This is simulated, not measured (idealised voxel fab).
The following is a process module called voxel ribs on slabs.
Each square cell in cross-section cut measures 5 nm, and the section as a whole is 240 nm wide.
A cross-section in this document is a grid of square cells, and it is written down as bands, the top band listed before the ones below it; a band is made up of one or more rows of cells. Per band: top height and bottom height in nm, followed by the left-to-right materials and their widths in nm; "all across" marks a single material spanning edge to edge, "blank" marks empty space. Height 0 is the level under which the wafer as received is all one material. The lowest band goes on downwards, as in "0 and below". Think of "30 to 40" as a width that walks from the first number to the second as you go down the band, top row to bottom row, taking equal-sized steps from row to row. "remains unaltered" for a step: no cell of the cross-section changed in that step. "Enclosed voids": empty spaces of 8 cells or more with no open way to the top, each given as width x height at distance, distance from the left edge, all in nm. Formally, on a step line, whatever follows the settings is a remark that the simulator itself makes on the step. overlay nm: mask right of planned place by this much (step with mask). Neg. = left.

HERE'S WHAT THE PLANNED PROCESS STEPS LOOK LIKE
1) RECEIVE, material Si
2) DIRECTIONAL_DEP, material SiO2, thk nm 25
3) DIRECTIONAL_DEP, material SiN, thk nm 25
4) PATTERN, tone cover, mask id RIB, material resist, width nm 30, thk nm 20, overlay nm 0
5) DIRECTIONAL_ETCH, etch materials SiN, depth nm 5
6) STRIP, etch materials resist
7) PATTERN, tone cover, mask id SLAB, material resist, width nm 90, thk nm 15, overlay nm 0
8) DIRECTIONAL_ETCH, etch materials SiN, depth nm 20
9) STRIP, etch materials resist
10) FILL_DEP, material SiO2, thk nm 20
11) CMP, height nm 65
12) DIRECTIONAL_DEP, material W, thk nm 5
13) DIRECTIONAL_DEP, material aC, thk nm 10
14) PATTERN, tone cover, mask id HEATER, material resist, width nm 30, thk nm 30, overlay nm 0
15) DIRECTIONAL_ETCH, etch materials aC, depth nm 10
16) STRIP, etch materials resist
17) DIRECTIONAL_ETCH, etch materials W, depth nm 5
18) STRIP, etch materials aC
19) CONFORMAL_DEP, material SiO2, thk nm 5
Be aware that, although all wafers share a common starting state, the width nm at step 14 differs among them, and the plan displays the first wafer's value.

AFTER STEP 1, AS RECEIVED: FIRST OF SEVERAL WAFERS, CROSS-SECTION
- 0 and below = Si all across
- Enclosed voids: none

MODULE END STATE AFTER FINAL STEP 19: CROSS-SECTION OF THE FIRST OF SEVERAL WAFERS
- 75 down to 70 = blank (100)  SiO2 (40)  blank (100)
- 70 down to 65 = SiO2 (105)  W (30)  SiO2 (105)
- 65 down to 50 = SiO2 all across
- 50 down to 45 = SiO2 (105)  SiN (30)  SiO2 (105)
- 45 down to 25 = SiO2 (75)  SiN (90)  SiO2 (75)
- 25 down to 0 = SiO2 all across
- 0 and below = Si all across
- Enclosed voids: none

THE MODULE'S END: A CROSS-SECTION OF THE LAST WAFER
- 75 down to 70 = blank (90)  SiO2 (65)  blank (85)
- 70 down to 65 = SiO2 (95)  W (55)  SiO2 (90)
- 65 down to 50 = SiO2 all across
- 50 down to 45 = SiO2 (105)  SiN (30)  SiO2 (105)
- 45 down to 25 = SiO2 (75)  SiN (90)  SiO2 (75)
- 25 down to 0 = SiO2 all across
- 0 and below = Si all across
- Enclosed voids: none

QUICK KEY FOR THE TABLE: A ROW PER WAFER, TAKEN AT THE END OF THE MODULE. FOR EACH MATERIAL IT TELLS YOU HOW MANY CELLS THE WAFER GAINED (+) OR LOST (-) SINCE IT CAME IN, AND THE CLOSED VOIDS COME AFTER
width nm 30 | +78 SiN | +596 SiO2 | +6 W | Enclosed voids: none
width nm 35 | +78 SiN | +596 SiO2 | +7 W | Enclosed voids: none
width nm 40 | +78 SiN | +596 SiO2 | +8 W | Enclosed voids: none
width nm 45 | +78 SiN | +596 SiO2 | +9 W | Enclosed voids: none
width nm 50 | +78 SiN | +596 SiO2 | +10 W | Enclosed voids: none
width nm 55 | +78 SiN | +596 SiO2 | +11 W | Enclosed voids: none
